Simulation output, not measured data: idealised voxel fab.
Process module name: voxel released beams
Xsec cut, 300 nm wide, square cell size 5 nm.
How to read a cross-section here: the picture is a grid of square cells, written as bands going from the top down, and any band can span one or more rows of cells. Heights first: top, then bottom, in nm. Then materials, left to right, each with a width in nm. "everywhere" on a single material: fills the band edge to edge. "empty": empty space. All heights in this document are referenced to 0, defined as the level beneath which the wafer, as received, consists entirely of one material. The lowest band is not bounded below; it extends indefinitely downward and is written in the form "top 0, no bottom". The two numbers in a width such as "30->40" mark its ends across the band: the first belongs to the top row of cells, the second to the bottom row, and from each row to the next the width moves by the same amount. Key: "everything unchanged" - step with no changed cell in the cross-section. Empty spaces counting at least 8 cells and having no open way to the top are listed in "Closed internal voids". The notation width x height at distance is used for each, the distance being from the left edge and all three values in nm. Where a step's line continues beyond its settings, the continuation is a remark by the simulator itself on that step. Steps that use a mask can have "overlay nm" on their line. It says how far the mask sat to the right of where it was meant to be. Negative means to the left.
## Steps in the process plan
| 1 | op RECEIVE | material Si |
| 2 | op CONFORMAL_DEP | material SiN | thk nm 10 |
| 3 | op DIRECTIONAL_DEP | material SiO2 | thk nm 20 |
| 4 | op MASKED_ETCH | tone open | mask id ANCHOR | width nm 30 | etch materials SiO2 | depth nm 20 | overlay nm 0 |
| 5 | op CONFORMAL_DEP | material W | thk nm 15 |
| 6 | op DIRECTIONAL_DEP | material aC | thk nm 15 |
| 7 | op PATTERN | tone cover | mask id BEAM | material resist | width nm 100 | thk nm 30 | overlay nm 0 |
| 8 | op DIRECTIONAL_ETCH | etch materials aC | depth nm 15 |
| 9 | op STRIP | etch materials resist |
| 10 | op DIRECTIONAL_ETCH | etch materials W | depth nm 15 |
| 11 | op STRIP | etch materials aC |
| 12 | op STRIP | etch materials SiO2 |
Where the wafers of this document differ is in the width nm of step 4; they start out the same, and the plan states the value that applied to the first wafer.
## As-received state after step 1, first of several wafers, cross-section
	top 0, no bottom  Si everywhere
	Closed internal voids: none
## Table: wafers, a row each; end-of-module cell change per material since receipt, gain (+), loss (-); then closed voids
width nm 30, +120 SiN, +84 W, Closed internal voids: none
width nm 35, +120 SiN, +84 W, Closed internal voids: none
width nm 40, +120 SiN, +84 W, Closed internal voids: none
width nm 45, +120 SiN, +84 W, Closed internal voids: none
width nm 50, +120 SiN, +84 W, Closed internal voids: none
width nm 55, +120 SiN, +84 W, Closed internal voids: none
